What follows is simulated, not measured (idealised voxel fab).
The name of this process module is voxel double patterning.
We display cut, a cross-section 280 nm in width whose square cells are each 5 nm.
The cross-sections in this document take the form of a grid made of square cells. They are written out as bands, in order from top to bottom. Each band consists of one or more rows of cells. A band entry consists of two parts. The first gives the height of the band's top and the height of its bottom, in nm. The rest lists the band's materials from left to right, each with its width in nm. A single material labelled with the word "throughout" fills the band from edge to edge, and the word "air" marks empty space. Heights from 0 (as-received wafer is one material below). Bottom band endless downward, as "top 0, no bottom". It should be noted that a width expressed as "30..40" varies in equal increments from row to row of cells within the band, taking the value of the first number at the top row and that of the second number at the bottom row. A step reported as "stayed the same" is a step in which no cell of the cross-section changed. "Enclosed internal cavities" lists enclosed empty spaces (at least 8 cells, no open path upward to the top), each as width x height at distance from the left edge, in nm. On each step's line, the part that comes after the settings is the simulator's own comment on the step. The optional step-line setting "overlay nm" applies to steps with a mask and quantifies how far to the right of its planned location the mask lay, a negative value indicating leftward placement.
This section lists the process steps that were planned:
| 1 | RECEIVE,material Si |
| 2 | CONFORMAL_DEP,material SiN,thk nm 10 |
| 3 | DIRECTIONAL_DEP,material SiO2,thk nm 20 |
| 4 | DIRECTIONAL_DEP,material SiCN,thk nm 10 |
| 5 | MASKED_ETCH,tone open,mask id FIRST,width nm 15,pitch nm 50,etch materials SiCN,depth nm 10,overlay nm -15 |
| 6 | MASKED_ETCH,tone open,mask id SECOND,width nm 15,pitch nm 50,etch materials SiCN,depth nm 10,overlay nm 0 |
| 7 | DIRECTIONAL_ETCH,etch materials SiO2,depth nm 20 |
| 8 | STRIP,etch materials SiCN |
Wafers differ in overlay nm at step 5; plan lists the first wafer's value; identical starting state.
First wafer of several, as received: cross-section after step 1:
	top 0, no bottom = Si throughout
	Enclosed internal cavities: none
Once step 8, the last step, is complete, the module is at its end; this is the cross-section of the first of several wafers:
	top 30, bottom 10 = SiO2 (65), air (15), SiO2 (25), air (25), SiO2 (25), air (25), SiO2 (100)
	top 10, bottom 0 = SiN throughout
	top 0, no bottom = Si throughout
	Enclosed internal cavities: none
The final wafer, sectioned at module end:
	top 30, bottom 10 = SiO2 (95), air (25), SiO2 (25), air (25), SiO2 (25), air (15), SiO2 (70)
	top 10, bottom 0 = SiN throughout
	top 0, no bottom = Si throughout
	Enclosed internal cavities: none
The following table contains a row per wafer, in which are reported, at the conclusion of the module, the cells of each material gained (+) or lost (-) since the wafer's receipt, with its closed voids given thereafter:
overlay nm -15; +112 SiN; +172 SiO2; Enclosed internal cavities: none
overlay nm -10; +112 SiN; +164 SiO2; Enclosed internal cavities: none
overlay nm -5; +112 SiN; +164 SiO2; Enclosed internal cavities: none
overlay nm 0; +112 SiN; +164 SiO2; Enclosed internal cavities: none
overlay nm 5; +112 SiN; +164 SiO2; Enclosed internal cavities: none
overlay nm 10; +112 SiN; +164 SiO2; Enclosed internal cavities: none
overlay nm 15; +112 SiN; +172 SiO2; Enclosed internal cavities: none
